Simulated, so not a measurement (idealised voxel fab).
process module | voxel air gaps
cross-section cut | 285 nm wide | cells 5 nm
A cross-section is a grid of square cells, given in bands from the top down. A band is one or more rows of cells.
Each band's line starts with the height of the band's top and of its bottom, in nm. Then come its materials from left to right, each with its width in nm. One material with "throughout" fills the band from edge to edge. "air" is empty space.
Height 0 is the level under which the wafer as received is all one material. The lowest band goes on downwards, as in "0 down".
A width such as "30 to 40" changes by the same amount from each row of cells to the next, from the band's top row to its bottom row.
"no change" after a step means that no cell of the cross-section changed.
closed voids: empty space of 8 cells or more with no open way to the top, each as width x height at its distance from the left edge, in nm
after a step's settings: what the simulator itself notes on the step
overlay nm, on a step with a mask: how far to the right of its planned place the mask lay; to the left if negative
plan
1 op RECEIVE | material Si
2 op CONFORMAL_DEP | material SiO2 | thk nm 10
3 op CONFORMAL_DEP | material SiN | thk nm 5
4 op DIRECTIONAL_DEP | material lowk | thk nm 30
5 op MASKED_ETCH | tone open | mask id LINES | width nm 25 | pitch nm 50 | etch materials lowk | depth nm 30 | overlay nm 0
6 op CONFORMAL_DEP | material TiN | thk nm 5
7 op FILL_DEP | material Ru | thk nm 5
8 op CMP | height nm 45
9 op EPI | material Ru | thk nm 10
10 op SELECTIVE_ETCH | etch materials lowk | depth nm 40
11 op CONFORMAL_DEP | material SiCN | thk nm 5
first wafer, as planned
as received, after step 1
  0 down: Si throughout
  closed voids: none
after step 2
  10 to 0: SiO2 throughout
  below 0: unchanged
after step 3
  15 to 10: SiN throughout
  below 10: unchanged
after step 4
  45 to 15: lowk throughout
  below 15: unchanged
after step 5
  45 to 15: lowk 80 | air 25 | lowk 25 | air 25 | lowk 25 | air 25 | lowk 80
  below 15: unchanged
after step 6
  50 to 45: TiN 85 | air 15 | TiN 35 | air 15 | TiN 35 | air 15 | TiN 85
  45 to 20: lowk 80 | TiN 5 | air 15 | TiN 5 | lowk 25 | TiN 5 | air 15 | TiN 5 | lowk 25 | TiN 5 | air 15 | TiN 5 | lowk 80
  20 to 15: lowk 80 | TiN 25 | lowk 25 | TiN 25 | lowk 25 | TiN 25 | lowk 80
  below 15: unchanged
after step 7
  55 to 50: Ru throughout
  50 to 45: TiN 85 | Ru 15 | TiN 35 | Ru 15 | TiN 35 | Ru 15 | TiN 85
  45 to 20: lowk 80 | TiN 5 | Ru 15 | TiN 5 | lowk 25 | TiN 5 | Ru 15 | TiN 5 | lowk 25 | TiN 5 | Ru 15 | TiN 5 | lowk 80
  below 20: unchanged
after step 8
  45 to 20: lowk 80 | TiN 5 | Ru 15 | TiN 5 | lowk 25 | TiN 5 | Ru 15 | TiN 5 | lowk 25 | TiN 5 | Ru 15 | TiN 5 | lowk 80
  below 20: unchanged
after step 9
  55 to 45: air 70 | Ru 45 | air 5 | Ru 45 | air 5 | Ru 45 | air 70
  below 45: unchanged
after step 10
  55 to 45: air 70 | Ru 45 | air 5 | Ru 45 | air 5 | Ru 45 | air 70
  45 to 20: air 80 | TiN 5 | Ru 15 | TiN 5 | air 25 | TiN 5 | Ru 15 | TiN 5 | air 25 | TiN 5 | Ru 15 | TiN 5 | air 80
  20 to 15: air 80 | TiN 25 | air 25 | TiN 25 | air 25 | TiN 25 | air 80
  below 15: unchanged
after step 11
  60 to 55: air 65 | SiCN 155 | air 65
  55 to 45: air 65 | SiCN 5 | Ru 45 | SiCN 5 | Ru 45 | SiCN 5 | Ru 45 | SiCN 5 | air 65
  45 to 40: air 65 | SiCN 15 | TiN 5 | Ru 15 | TiN 5 | SiCN 25 | TiN 5 | Ru 15 | TiN 5 | SiCN 25 | TiN 5 | Ru 15 | TiN 5 | SiCN 15 | air 65
  40 to 20: air 75 | SiCN 5 | TiN 5 | Ru 15 | TiN 5 | SiCN 5 | air 15 | SiCN 5 | TiN 5 | Ru 15 | TiN 5 | SiCN 5 | air 15 | SiCN 5 | TiN 5 | Ru 15 | TiN 5 | SiCN 5 | air 75
  20 to 15: SiCN 80 | TiN 25 | SiCN 25 | TiN 25 | SiCN 25 | TiN 25 | SiCN 80
  below 15: unchanged
  closed voids: 15 x 20 at 110; 15 x 20 at 160
second wafer: like start, like plan, one mistake. Through step 10 it matches the first wafer
when step 11 should have ended: no change
what went wrong: step 11 was left out
at the end the second wafer has, in cells: 121 fewer of SiCN
closed voids at the end (first wafer, second wafer): 2, 0
